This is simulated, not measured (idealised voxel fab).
process module | voxel transistor to metal
cross-section cut | 200 nm wide | cells 5 nm
A cross-section is a grid of square cells, given in bands from the top down. A band is one or more rows of cells.
Each band's line starts with the height of the band's top and of its bottom, in nm. Then come its materials from left to right, each with its width in nm. One material with "throughout" fills the band from edge to edge. "air" is empty space.
Height 0 is the level under which the wafer as received is all one material. The lowest band goes on downwards, as in "0 down".
A width such as "30 to 40" changes by the same amount from each row of cells to the next, from the band's top row to its bottom row.
"no change" after a step means that no cell of the cross-section changed.
closed voids: empty space of 8 cells or more with no open way to the top, each as width x height at its distance from the left edge, in nm
after a step's settings: what the simulator itself notes on the step
overlay nm, on a step with a mask: how far to the right of its planned place the mask lay; to the left if negative
plan
1 op RECEIVE | material Si
2 op CONFORMAL_DEP | material SiO2 | thk nm 5
3 op CONFORMAL_DEP | material SiN | thk nm 15
4 op PATTERN | tone cover | mask id ACTIVE | material resist | width nm 100 | thk nm 15 | overlay nm 0
5 op DIRECTIONAL_ETCH | etch materials SiN | depth nm 15
6 op DIRECTIONAL_ETCH | etch materials SiO2 | depth nm 5
7 op DIRECTIONAL_ETCH | etch materials Si | depth nm 30
8 op STRIP | etch materials resist
9 op OXIDIZE | depth nm 5
10 op FILL_DEP | material SiO2 | thk nm 5
11 op CMP | height nm 20
12 op SELECTIVE_ETCH | etch materials SiO2 | depth nm 15
13 op STRIP | etch materials SiN
14 op SELECTIVE_ETCH | etch materials SiO2 | depth nm 5
15 op OXIDIZE | depth nm 5
16 op DIRECTIONAL_DEP | material polySi | thk nm 20
17 op DIRECTIONAL_DEP | material SiCN | thk nm 15
18 op PATTERN | tone cover | mask id GATE | material resist | width nm 20 | thk nm 20 | overlay nm 0
19 op DIRECTIONAL_ETCH | etch materials SiCN | depth nm 25
20 op DIRECTIONAL_ETCH | etch materials polySi | depth nm 30
21 op STRIP | etch materials resist
22 op CONFORMAL_DEP | material SiO2 | thk nm 5
23 op DIRECTIONAL_ETCH | etch materials SiO2 | depth nm 5
24 op CONFORMAL_DEP | material SiN | thk nm 5
25 op DIRECTIONAL_ETCH | etch materials SiN | depth nm 5
26 op DIRECTIONAL_ETCH | etch materials SiO2 | depth nm 5
27 op DIRECTIONAL_ETCH | etch materials Si | depth nm 10
28 op EPI | material pSi | thk nm 15
29 op FILL_DEP | material SiO2 | thk nm 5
30 op CMP | height nm 35
31 op DIRECTIONAL_DEP | material SiO2 | thk nm 10
32 op DIRECTIONAL_DEP | material aC | thk nm 15
33 op PATTERN | tone open | mask id CONTACT | material resist | width nm 30 | pitch nm 60 | thk nm 30 | overlay nm 0
34 op DIRECTIONAL_ETCH | etch materials aC | depth nm 15
35 op STRIP | etch materials resist
36 op DIRECTIONAL_ETCH | etch materials SiO2 | depth nm 45
37 op STRIP | etch materials aC
38 op CONFORMAL_DEP | material TiN | thk nm 5
39 op FILL_DEP | material Ru | thk nm 10
40 op CMP | height nm 45
41 op DIRECTIONAL_DEP | material TiN | thk nm 5
42 op DIRECTIONAL_DEP | material W | thk nm 15
43 op PATTERN | tone cover | mask id METAL_1 | material resist | width nm 20 | pitch nm 70 | thk nm 15 | overlay nm 0
44 op DIRECTIONAL_ETCH | etch materials W | depth nm 15
45 op DIRECTIONAL_ETCH | etch materials TiN | depth nm 5
46 op STRIP | etch materials resist
47 op FILL_DEP | material lowk | thk nm 5
48 op CMP | height nm 65
49 op CONFORMAL_DEP | material SiCN | thk nm 5
50 op DIRECTIONAL_DEP | material lowk | thk nm 30
51 op MASKED_ETCH | tone open | mask id METAL_2_HOLES | width nm 15 | pitch nm 70 | etch materials lowk | depth nm 30 | overlay nm 0
52 op MASKED_ETCH | tone open | mask id METAL_2 | width nm 20 | pitch nm 70 | etch materials lowk | depth nm 20 | overlay nm 0
53 op MASKED_ETCH | tone open | mask id METAL_2 | width nm 20 | pitch nm 70 | etch materials SiCN | depth nm 5 | overlay nm 0
54 op CONFORMAL_DEP | material TiN | thk nm 5
55 op FILL_DEP | material Ru | thk nm 5
56 op CMP | height nm 100
57 op CONFORMAL_DEP | material SiN | thk nm 5
first wafer, as planned
as received, after step 1
  0 down: Si throughout
  closed voids: none
after step 2
  5 to 0: SiO2 throughout
  below 0: unchanged
after step 3
  20 to 5: SiN throughout
  below 5: unchanged
after step 4
  35 to 20: air 50 | resist 100 | air 50
  below 20: unchanged
after step 5
  35 to 20: air 50 | resist 100 | air 50
  20 to 5: air 50 | SiN 100 | air 50
  below 5: unchanged
after step 6
  35 to 20: air 50 | resist 100 | air 50
  20 to 5: air 50 | SiN 100 | air 50
  5 to 0: air 50 | SiO2 100 | air 50
  below 0: unchanged
after step 7
  35 to 20: air 50 | resist 100 | air 50
  20 to 5: air 50 | SiN 100 | air 50
  5 to 0: air 50 | SiO2 100 | air 50
  0 to -30: air 50 | Si 100 | air 50
  below -30: unchanged
after step 8
  20 to 5: air 50 | SiN 100 | air 50
  below 5: unchanged
after step 9
  20 to 5: air 50 | SiN 100 | air 50
  5 to 0: air 50 | SiO2 100 | air 50
  0 to -30: air 50 | SiO2 5 | Si 90 | SiO2 5 | air 50
  -30 to -35: SiO2 55 | Si 90 | SiO2 55
  below -35: unchanged
after step 10
  25 to 20: SiO2 throughout
  20 to 5: SiO2 50 | SiN 100 | SiO2 50
  5 to 0: SiO2 throughout
  0 to -35: SiO2 55 | Si 90 | SiO2 55
  below -35: unchanged
after step 11
  20 to 5: SiO2 50 | SiN 100 | SiO2 50
  below 5: unchanged
after step 12
  20 to 5: air 50 | SiN 100 | air 50
  below 5: unchanged
after step 13
  5 to 0: SiO2 throughout
  below 0: unchanged
after step 14
  0 to -35: SiO2 55 | Si 90 | SiO2 55
  below -35: unchanged
after step 15
  0 to -5: SiO2 throughout
  below -5: unchanged
after step 16
  20 to 0: polySi throughout
  below 0: unchanged
after step 17
  35 to 20: SiCN throughout
  below 20: unchanged
after step 18
  55 to 35: air 90 | resist 20 | air 90
  below 35: unchanged
after step 19
  55 to 35: air 90 | resist 20 | air 90
  35 to 20: air 90 | SiCN 20 | air 90
  below 20: unchanged
after step 20
  55 to 35: air 90 | resist 20 | air 90
  35 to 20: air 90 | SiCN 20 | air 90
  20 to 0: air 90 | polySi 20 | air 90
  below 0: unchanged
after step 21
  35 to 20: air 90 | SiCN 20 | air 90
  below 20: unchanged
after step 22
  40 to 35: air 85 | SiO2 30 | air 85
  35 to 20: air 85 | SiO2 5 | SiCN 20 | SiO2 5 | air 85
  20 to 5: air 85 | SiO2 5 | polySi 20 | SiO2 5 | air 85
  5 to 0: SiO2 90 | polySi 20 | SiO2 90
  below 0: unchanged
after step 23
  35 to 20: air 85 | SiO2 5 | SiCN 20 | SiO2 5 | air 85
  20 to 0: air 85 | SiO2 5 | polySi 20 | SiO2 5 | air 85
  below 0: unchanged
after step 24
  40 to 35: air 80 | SiN 40 | air 80
  35 to 20: air 80 | SiN 5 | SiO2 5 | SiCN 20 | SiO2 5 | SiN 5 | air 80
  20 to 5: air 80 | SiN 5 | SiO2 5 | polySi 20 | SiO2 5 | SiN 5 | air 80
  5 to 0: SiN 85 | SiO2 5 | polySi 20 | SiO2 5 | SiN 85
  below 0: unchanged
after step 25
  35 to 20: air 80 | SiN 5 | SiO2 5 | SiCN 20 | SiO2 5 | SiN 5 | air 80
  20 to 0: air 80 | SiN 5 | SiO2 5 | polySi 20 | SiO2 5 | SiN 5 | air 80
  below 0: unchanged
after step 26
  35 to 30: air 80 | SiN 5 | air 5 | SiCN 20 | air 5 | SiN 5 | air 80
  30 to 20: air 80 | SiN 5 | SiO2 5 | SiCN 20 | SiO2 5 | SiN 5 | air 80
  20 to 0: air 80 | SiN 5 | SiO2 5 | polySi 20 | SiO2 5 | SiN 5 | air 80
  0 to -5: air 80 | SiO2 40 | air 80
  below -5: unchanged
after step 27
  35 to 30: air 80 | SiN 5 | air 5 | SiCN 20 | air 5 | SiN 5 | air 80
  30 to 20: air 80 | SiN 5 | SiO2 5 | SiCN 20 | SiO2 5 | SiN 5 | air 80
  20 to 0: air 80 | SiN 5 | SiO2 5 | polySi 20 | SiO2 5 | SiN 5 | air 80
  0 to -5: air 80 | SiO2 40 | air 80
  -5 to -15: SiO2 55 | air 25 | Si 40 | air 25 | SiO2 55
  below -15: unchanged
after step 28
  35 to 30: air 80 | SiN 5 | air 5 | SiCN 20 | air 5 | SiN 5 | air 80
  30 to 20: air 80 | SiN 5 | SiO2 5 | SiCN 20 | SiO2 5 | SiN 5 | air 80
  20 to 10: air 80 | SiN 5 | SiO2 5 | polySi 20 | SiO2 5 | SiN 5 | air 80
  10 to 0: air 65 | pSi 15 | SiN 5 | SiO2 5 | polySi 20 | SiO2 5 | SiN 5 | pSi 15 | air 65
  0 to -5: air 50 | pSi 30 | SiO2 40 | pSi 30 | air 50
  -5 to -15: SiO2 55 | pSi 25 | Si 40 | pSi 25 | SiO2 55
  below -15: unchanged
after step 29
  40 to 35: SiO2 throughout
  35 to 20: SiO2 80 | SiN 5 | SiO2 5 | SiCN 20 | SiO2 5 | SiN 5 | SiO2 80
  20 to 10: SiO2 80 | SiN 5 | SiO2 5 | polySi 20 | SiO2 5 | SiN 5 | SiO2 80
  10 to 0: SiO2 65 | pSi 15 | SiN 5 | SiO2 5 | polySi 20 | SiO2 5 | SiN 5 | pSi 15 | SiO2 65
  0 to -5: SiO2 50 | pSi 30 | SiO2 40 | pSi 30 | SiO2 50
  below -5: unchanged
after step 30
  35 to 20: SiO2 80 | SiN 5 | SiO2 5 | SiCN 20 | SiO2 5 | SiN 5 | SiO2 80
  below 20: unchanged
after step 31
  45 to 35: SiO2 throughout
  below 35: unchanged
after step 32
  60 to 45: aC throughout
  below 45: unchanged
after step 33
  90 to 60: resist 55 | air 30 | resist 30 | air 30 | resist 55
  below 60: unchanged
after step 34
  75 to 60: resist 55 | air 30 | resist 30 | air 30 | resist 55
  60 to 45: aC 55 | air 30 | aC 30 | air 30 | aC 55
  below 45: unchanged
after step 35
  60 to 45: aC 55 | air 30 | aC 30 | air 30 | aC 55
  below 45: unchanged
after step 36
  60 to 45: aC 55 | air 30 | aC 30 | air 30 | aC 55
  45 to 35: SiO2 55 | air 30 | SiO2 30 | air 30 | SiO2 55
  35 to 20: SiO2 55 | air 25 | SiN 5 | SiO2 5 | SiCN 20 | SiO2 5 | SiN 5 | air 25 | SiO2 55
  20 to 10: SiO2 55 | air 25 | SiN 5 | SiO2 5 | polySi 20 | SiO2 5 | SiN 5 | air 25 | SiO2 55
  10 to 0: SiO2 55 | air 10 | pSi 15 | SiN 5 | SiO2 5 | polySi 20 | SiO2 5 | SiN 5 | pSi 15 | air 10 | SiO2 55
  below 0: unchanged
after step 37
  45 to 35: SiO2 55 | air 30 | SiO2 30 | air 30 | SiO2 55
  below 35: unchanged
after step 38
  50 to 45: TiN 60 | air 20 | TiN 40 | air 20 | TiN 60
  45 to 35: SiO2 55 | TiN 5 | air 20 to 15 | TiN 5 to 10 | SiO2 30 | TiN 5 to 10 | air 20 to 15 | TiN 5 | SiO2 55
  35 to 20: SiO2 55 | TiN 5 | air 15 | TiN 5 | SiN 5 | SiO2 5 | SiCN 20 | SiO2 5 | SiN 5 | TiN 5 | air 15 | TiN 5 | SiO2 55
  20 to 15: SiO2 55 | TiN 5 | air 15 | TiN 5 | SiN 5 | SiO2 5 | polySi 20 | SiO2 5 | SiN 5 | TiN 5 | air 15 | TiN 5 | SiO2 55
  15 to 10: SiO2 55 | TiN 25 | SiN 5 | SiO2 5 | polySi 20 | SiO2 5 | SiN 5 | TiN 25 | SiO2 55
  10 to 0: SiO2 55 | TiN 10 | pSi 15 | SiN 5 | SiO2 5 | polySi 20 | SiO2 5 | SiN 5 | pSi 15 | TiN 10 | SiO2 55
  below 0: unchanged
after step 39
  60 to 50: Ru throughout
  50 to 45: TiN 60 | Ru 20 | TiN 40 | Ru 20 | TiN 60
  45 to 35: SiO2 55 | TiN 5 | Ru 20 to 15 | TiN 5 to 10 | SiO2 30 | TiN 5 to 10 | Ru 20 to 15 | TiN 5 | SiO2 55
  35 to 20: SiO2 55 | TiN 5 | Ru 15 | TiN 5 | SiN 5 | SiO2 5 | SiCN 20 | SiO2 5 | SiN 5 | TiN 5 | Ru 15 | TiN 5 | SiO2 55
  20 to 15: SiO2 55 | TiN 5 | Ru 15 | TiN 5 | SiN 5 | SiO2 5 | polySi 20 | SiO2 5 | SiN 5 | TiN 5 | Ru 15 | TiN 5 | SiO2 55
  below 15: unchanged
after step 40
  45 to 35: SiO2 55 | TiN 5 | Ru 20 to 15 | TiN 5 to 10 | SiO2 30 | TiN 5 to 10 | Ru 20 to 15 | TiN 5 | SiO2 55
  below 35: unchanged
after step 41
  50 to 45: TiN throughout
  below 45: unchanged
after step 42
  65 to 50: W throughout
  below 50: unchanged
after step 43
  80 to 65: air 55 | resist 20 | air 50 | resist 20 | air 55
  below 65: unchanged
after step 44
  80 to 65: air 55 | resist 20 | air 50 | resist 20 | air 55
  65 to 50: air 55 | W 20 | air 50 | W 20 | air 55
  below 50: unchanged
after step 45
  80 to 65: air 55 | resist 20 | air 50 | resist 20 | air 55
  65 to 50: air 55 | W 20 | air 50 | W 20 | air 55
  50 to 45: air 55 | TiN 20 | air 50 | TiN 20 | air 55
  below 45: unchanged
after step 46
  65 to 50: air 55 | W 20 | air 50 | W 20 | air 55
  below 50: unchanged
after step 47
  70 to 65: lowk throughout
  65 to 50: lowk 55 | W 20 | lowk 50 | W 20 | lowk 55
  50 to 45: lowk 55 | TiN 20 | lowk 50 | TiN 20 | lowk 55
  below 45: unchanged
after step 48
  65 to 50: lowk 55 | W 20 | lowk 50 | W 20 | lowk 55
  below 50: unchanged
after step 49
  70 to 65: SiCN throughout
  below 65: unchanged
after step 50
  100 to 70: lowk throughout
  below 70: unchanged
after step 51
  100 to 70: lowk 55 | air 15 | lowk 55 | air 15 | lowk 60
  below 70: unchanged
after step 52
  100 to 80: lowk 55 | air 20 | lowk 50 | air 20 | lowk 55
  below 80: unchanged
after step 53
  100 to 80: lowk 55 | air 20 | lowk 50 | air 20 | lowk 55
  80 to 70: lowk 55 | air 15 | lowk 55 | air 15 | lowk 60
  70 to 65: SiCN 55 | air 15 | SiCN 55 | air 15 | SiCN 60
  below 65: unchanged
after step 54
  105 to 100: TiN 60 | air 10 | TiN 60 | air 10 | TiN 60
  100 to 85: lowk 55 | TiN 5 | air 10 | TiN 5 | lowk 50 | TiN 5 | air 10 | TiN 5 | lowk 55
  85 to 80: lowk 55 | TiN 5 | air 5 | TiN 10 | lowk 50 | TiN 5 | air 5 | TiN 10 | lowk 55
  80 to 70: lowk 55 | TiN 5 | air 5 | TiN 5 | lowk 55 | TiN 5 | air 5 | TiN 5 | lowk 60
  70 to 65: SiCN 55 | TiN 15 | SiCN 55 | TiN 15 | SiCN 60
  below 65: unchanged
after step 55
  110 to 105: Ru throughout
  105 to 100: TiN 60 | Ru 10 | TiN 60 | Ru 10 | TiN 60
  100 to 85: lowk 55 | TiN 5 | Ru 10 | TiN 5 | lowk 50 | TiN 5 | Ru 10 | TiN 5 | lowk 55
  85 to 80: lowk 55 | TiN 5 | Ru 5 | TiN 10 | lowk 50 | TiN 5 | Ru 5 | TiN 10 | lowk 55
  80 to 70: lowk 55 | TiN 5 | Ru 5 | TiN 5 | lowk 55 | TiN 5 | Ru 5 | TiN 5 | lowk 60
  below 70: unchanged
after step 56
  100 to 85: lowk 55 | TiN 5 | Ru 10 | TiN 5 | lowk 50 | TiN 5 | Ru 10 | TiN 5 | lowk 55
  below 85: unchanged
after step 57
  105 to 100: SiN throughout
  below 100: unchanged
second wafer: like start, like plan, one mistake. Through step 3 it matches the first wafer
when step 4 should have ended
  35 to 20: air 55 | resist 95 | air 50
  below 20: unchanged
when step 5 should have ended
  35 to 20: air 55 | resist 95 | air 50
  20 to 5: air 55 | SiN 95 | air 50
  below 5: unchanged
when step 6 should have ended
  35 to 20: air 55 | resist 95 | air 50
  20 to 5: air 55 | SiN 95 | air 50
  5 to 0: air 55 | SiO2 95 | air 50
  below 0: unchanged
when step 7 should have ended
  35 to 20: air 55 | resist 95 | air 50
  20 to 5: air 55 | SiN 95 | air 50
  5 to 0: air 55 | SiO2 95 | air 50
  0 to -30: air 55 | Si 95 | air 50
  below -30: unchanged
when step 8 should have ended
  20 to 5: air 55 | SiN 95 | air 50
  below 5: unchanged
when step 9 should have ended
  20 to 5: air 55 | SiN 95 | air 50
  5 to 0: air 55 | SiO2 95 | air 50
  0 to -30: air 55 | SiO2 5 | Si 85 | SiO2 5 | air 50
  -30 to -35: SiO2 60 | Si 85 | SiO2 55
  below -35: unchanged
when step 10 should have ended
  25 to 20: SiO2 throughout
  20 to 5: SiO2 55 | SiN 95 | SiO2 50
  5 to 0: SiO2 throughout
  0 to -35: SiO2 60 | Si 85 | SiO2 55
  below -35: unchanged
when step 11 should have ended
  20 to 5: SiO2 55 | SiN 95 | SiO2 50
  below 5: unchanged
when step 12 should have ended
  20 to 5: air 55 | SiN 95 | air 50
  below 5: unchanged
when step 13 should have ended
  5 to 0: SiO2 throughout
  below 0: unchanged
when step 14 should have ended
  0 to -35: SiO2 60 | Si 85 | SiO2 55
  below -35: unchanged
when step 15 should have ended
  0 to -5: SiO2 throughout
  below -5: unchanged
when step 16 should have ended
  20 to 0: polySi throughout
  below 0: unchanged
when step 17 should have ended
  35 to 20: SiCN throughout
  below 20: unchanged
when step 18 should have ended
  55 to 35: air 90 | resist 20 | air 90
  below 35: unchanged
when step 19 should have ended
  55 to 35: air 90 | resist 20 | air 90
  35 to 20: air 90 | SiCN 20 | air 90
  below 20: unchanged
when step 20 should have ended
  55 to 35: air 90 | resist 20 | air 90
  35 to 20: air 90 | SiCN 20 | air 90
  20 to 0: air 90 | polySi 20 | air 90
  below 0: unchanged
when step 21 should have ended
  35 to 20: air 90 | SiCN 20 | air 90
  below 20: unchanged
when step 22 should have ended
  40 to 35: air 85 | SiO2 30 | air 85
  35 to 20: air 85 | SiO2 5 | SiCN 20 | SiO2 5 | air 85
  20 to 5: air 85 | SiO2 5 | polySi 20 | SiO2 5 | air 85
  5 to 0: SiO2 90 | polySi 20 | SiO2 90
  below 0: unchanged
when step 23 should have ended
  35 to 20: air 85 | SiO2 5 | SiCN 20 | SiO2 5 | air 85
  20 to 0: air 85 | SiO2 5 | polySi 20 | SiO2 5 | air 85
  below 0: unchanged
when step 24 should have ended
  40 to 35: air 80 | SiN 40 | air 80
  35 to 20: air 80 | SiN 5 | SiO2 5 | SiCN 20 | SiO2 5 | SiN 5 | air 80
  20 to 5: air 80 | SiN 5 | SiO2 5 | polySi 20 | SiO2 5 | SiN 5 | air 80
  5 to 0: SiN 85 | SiO2 5 | polySi 20 | SiO2 5 | SiN 85
  below 0: unchanged
when step 25 should have ended
  35 to 20: air 80 | SiN 5 | SiO2 5 | SiCN 20 | SiO2 5 | SiN 5 | air 80
  20 to 0: air 80 | SiN 5 | SiO2 5 | polySi 20 | SiO2 5 | SiN 5 | air 80
  below 0: unchanged
when step 26 should have ended
  35 to 30: air 80 | SiN 5 | air 5 | SiCN 20 | air 5 | SiN 5 | air 80
  30 to 20: air 80 | SiN 5 | SiO2 5 | SiCN 20 | SiO2 5 | SiN 5 | air 80
  20 to 0: air 80 | SiN 5 | SiO2 5 | polySi 20 | SiO2 5 | SiN 5 | air 80
  0 to -5: air 80 | SiO2 40 | air 80
  below -5: unchanged
when step 27 should have ended
  35 to 30: air 80 | SiN 5 | air 5 | SiCN 20 | air 5 | SiN 5 | air 80
  30 to 20: air 80 | SiN 5 | SiO2 5 | SiCN 20 | SiO2 5 | SiN 5 | air 80
  20 to 0: air 80 | SiN 5 | SiO2 5 | polySi 20 | SiO2 5 | SiN 5 | air 80
  0 to -5: air 80 | SiO2 40 | air 80
  -5 to -15: SiO2 60 | air 20 | Si 40 | air 25 | SiO2 55
  below -15: unchanged
when step 28 should have ended
  35 to 30: air 80 | SiN 5 | air 5 | SiCN 20 | air 5 | SiN 5 | air 80
  30 to 20: air 80 | SiN 5 | SiO2 5 | SiCN 20 | SiO2 5 | SiN 5 | air 80
  20 to 10: air 80 | SiN 5 | SiO2 5 | polySi 20 | SiO2 5 | SiN 5 | air 80
  10 to 0: air 65 | pSi 15 | SiN 5 | SiO2 5 | polySi 20 | SiO2 5 | SiN 5 | pSi 15 | air 65
  0 to -5: air 55 | pSi 25 | SiO2 40 | pSi 30 | air 50
  -5 to -15: SiO2 60 | pSi 20 | Si 40 | pSi 25 | SiO2 55
  below -15: unchanged
when step 29 should have ended
  40 to 35: SiO2 throughout
  35 to 20: SiO2 80 | SiN 5 | SiO2 5 | SiCN 20 | SiO2 5 | SiN 5 | SiO2 80
  20 to 10: SiO2 80 | SiN 5 | SiO2 5 | polySi 20 | SiO2 5 | SiN 5 | SiO2 80
  10 to 0: SiO2 65 | pSi 15 | SiN 5 | SiO2 5 | polySi 20 | SiO2 5 | SiN 5 | pSi 15 | SiO2 65
  0 to -5: SiO2 55 | pSi 25 | SiO2 40 | pSi 30 | SiO2 50
  below -5: unchanged
when step 30 should have ended
  35 to 20: SiO2 80 | SiN 5 | SiO2 5 | SiCN 20 | SiO2 5 | SiN 5 | SiO2 80
  below 20: unchanged
when step 31 should have ended
  45 to 35: SiO2 throughout
  below 35: unchanged
when step 32 should have ended
  60 to 45: aC throughout
  below 45: unchanged
when step 33 should have ended
  90 to 60: resist 55 | air 30 | resist 30 | air 30 | resist 55
  below 60: unchanged
when step 34 should have ended
  75 to 60: resist 55 | air 30 | resist 30 | air 30 | resist 55
  60 to 45: aC 55 | air 30 | aC 30 | air 30 | aC 55
  below 45: unchanged
when step 35 should have ended
  60 to 45: aC 55 | air 30 | aC 30 | air 30 | aC 55
  below 45: unchanged
when step 36 should have ended
  60 to 45: aC 55 | air 30 | aC 30 | air 30 | aC 55
  45 to 35: SiO2 55 | air 30 | SiO2 30 | air 30 | SiO2 55
  35 to 20: SiO2 55 | air 25 | SiN 5 | SiO2 5 | SiCN 20 | SiO2 5 | SiN 5 | air 25 | SiO2 55
  20 to 10: SiO2 55 | air 25 | SiN 5 | SiO2 5 | polySi 20 | SiO2 5 | SiN 5 | air 25 | SiO2 55
  10 to 0: SiO2 55 | air 10 | pSi 15 | SiN 5 | SiO2 5 | polySi 20 | SiO2 5 | SiN 5 | pSi 15 | air 10 | SiO2 55
  below 0: unchanged
when step 37 should have ended
  45 to 35: SiO2 55 | air 30 | SiO2 30 | air 30 | SiO2 55
  below 35: unchanged
when step 38 should have ended
  50 to 45: TiN 60 | air 20 | TiN 40 | air 20 | TiN 60
  45 to 35: SiO2 55 | TiN 5 | air 20 to 15 | TiN 5 to 10 | SiO2 30 | TiN 5 to 10 | air 20 to 15 | TiN 5 | SiO2 55
  35 to 20: SiO2 55 | TiN 5 | air 15 | TiN 5 | SiN 5 | SiO2 5 | SiCN 20 | SiO2 5 | SiN 5 | TiN 5 | air 15 | TiN 5 | SiO2 55
  20 to 15: SiO2 55 | TiN 5 | air 15 | TiN 5 | SiN 5 | SiO2 5 | polySi 20 | SiO2 5 | SiN 5 | TiN 5 | air 15 | TiN 5 | SiO2 55
  15 to 10: SiO2 55 | TiN 25 | SiN 5 | SiO2 5 | polySi 20 | SiO2 5 | SiN 5 | TiN 25 | SiO2 55
  10 to 0: SiO2 55 | TiN 10 | pSi 15 | SiN 5 | SiO2 5 | polySi 20 | SiO2 5 | SiN 5 | pSi 15 | TiN 10 | SiO2 55
  below 0: unchanged
when step 39 should have ended
  60 to 50: Ru throughout
  50 to 45: TiN 60 | Ru 20 | TiN 40 | Ru 20 | TiN 60
  45 to 35: SiO2 55 | TiN 5 | Ru 20 to 15 | TiN 5 to 10 | SiO2 30 | TiN 5 to 10 | Ru 20 to 15 | TiN 5 | SiO2 55
  35 to 20: SiO2 55 | TiN 5 | Ru 15 | TiN 5 | SiN 5 | SiO2 5 | SiCN 20 | SiO2 5 | SiN 5 | TiN 5 | Ru 15 | TiN 5 | SiO2 55
  20 to 15: SiO2 55 | TiN 5 | Ru 15 | TiN 5 | SiN 5 | SiO2 5 | polySi 20 | SiO2 5 | SiN 5 | TiN 5 | Ru 15 | TiN 5 | SiO2 55
  below 15: unchanged
when step 40 should have ended
  45 to 35: SiO2 55 | TiN 5 | Ru 20 to 15 | TiN 5 to 10 | SiO2 30 | TiN 5 to 10 | Ru 20 to 15 | TiN 5 | SiO2 55
  below 35: unchanged
when step 41 should have ended
  50 to 45: TiN throughout
  below 45: unchanged
when step 42 should have ended
  65 to 50: W throughout
  below 50: unchanged
when step 43 should have ended
  80 to 65: air 55 | resist 20 | air 50 | resist 20 | air 55
  below 65: unchanged
when step 44 should have ended
  80 to 65: air 55 | resist 20 | air 50 | resist 20 | air 55
  65 to 50: air 55 | W 20 | air 50 | W 20 | air 55
  below 50: unchanged
when step 45 should have ended
  80 to 65: air 55 | resist 20 | air 50 | resist 20 | air 55
  65 to 50: air 55 | W 20 | air 50 | W 20 | air 55
  50 to 45: air 55 | TiN 20 | air 50 | TiN 20 | air 55
  below 45: unchanged
when step 46 should have ended
  65 to 50: air 55 | W 20 | air 50 | W 20 | air 55
  below 50: unchanged
when step 47 should have ended
  70 to 65: lowk throughout
  65 to 50: lowk 55 | W 20 | lowk 50 | W 20 | lowk 55
  50 to 45: lowk 55 | TiN 20 | lowk 50 | TiN 20 | lowk 55
  below 45: unchanged
when step 48 should have ended
  65 to 50: lowk 55 | W 20 | lowk 50 | W 20 | lowk 55
  below 50: unchanged
when step 49 should have ended
  70 to 65: SiCN throughout
  below 65: unchanged
when step 50 should have ended
  100 to 70: lowk throughout
  below 70: unchanged
when step 51 should have ended
  100 to 70: lowk 55 | air 15 | lowk 55 | air 15 | lowk 60
  below 70: unchanged
when step 52 should have ended
  100 to 80: lowk 55 | air 20 | lowk 50 | air 20 | lowk 55
  below 80: unchanged
when step 53 should have ended
  100 to 80: lowk 55 | air 20 | lowk 50 | air 20 | lowk 55
  80 to 70: lowk 55 | air 15 | lowk 55 | air 15 | lowk 60
  70 to 65: SiCN 55 | air 15 | SiCN 55 | air 15 | SiCN 60
  below 65: unchanged
when step 54 should have ended
  105 to 100: TiN 60 | air 10 | TiN 60 | air 10 | TiN 60
  100 to 85: lowk 55 | TiN 5 | air 10 | TiN 5 | lowk 50 | TiN 5 | air 10 | TiN 5 | lowk 55
  85 to 80: lowk 55 | TiN 5 | air 5 | TiN 10 | lowk 50 | TiN 5 | air 5 | TiN 10 | lowk 55
  80 to 70: lowk 55 | TiN 5 | air 5 | TiN 5 | lowk 55 | TiN 5 | air 5 | TiN 5 | lowk 60
  70 to 65: SiCN 55 | TiN 15 | SiCN 55 | TiN 15 | SiCN 60
  below 65: unchanged
when step 55 should have ended
  110 to 105: Ru throughout
  105 to 100: TiN 60 | Ru 10 | TiN 60 | Ru 10 | TiN 60
  100 to 85: lowk 55 | TiN 5 | Ru 10 | TiN 5 | lowk 50 | TiN 5 | Ru 10 | TiN 5 | lowk 55
  85 to 80: lowk 55 | TiN 5 | Ru 5 | TiN 10 | lowk 50 | TiN 5 | Ru 5 | TiN 10 | lowk 55
  80 to 70: lowk 55 | TiN 5 | Ru 5 | TiN 5 | lowk 55 | TiN 5 | Ru 5 | TiN 5 | lowk 60
  below 70: unchanged
when step 56 should have ended
  100 to 85: lowk 55 | TiN 5 | Ru 10 | TiN 5 | lowk 50 | TiN 5 | Ru 10 | TiN 5 | lowk 55
  below 85: unchanged
when step 57 should have ended
  105 to 100: SiN throughout
  below 100: unchanged
what went wrong: step 4 ran as: op PATTERN | tone cover | mask id ACTIVE | material resist | width nm 95 | thk nm 15 | overlay nm 0
at the end the second wafer has, in cells: 4 fewer of Si | 7 more of SiO2 | 3 fewer of pSi
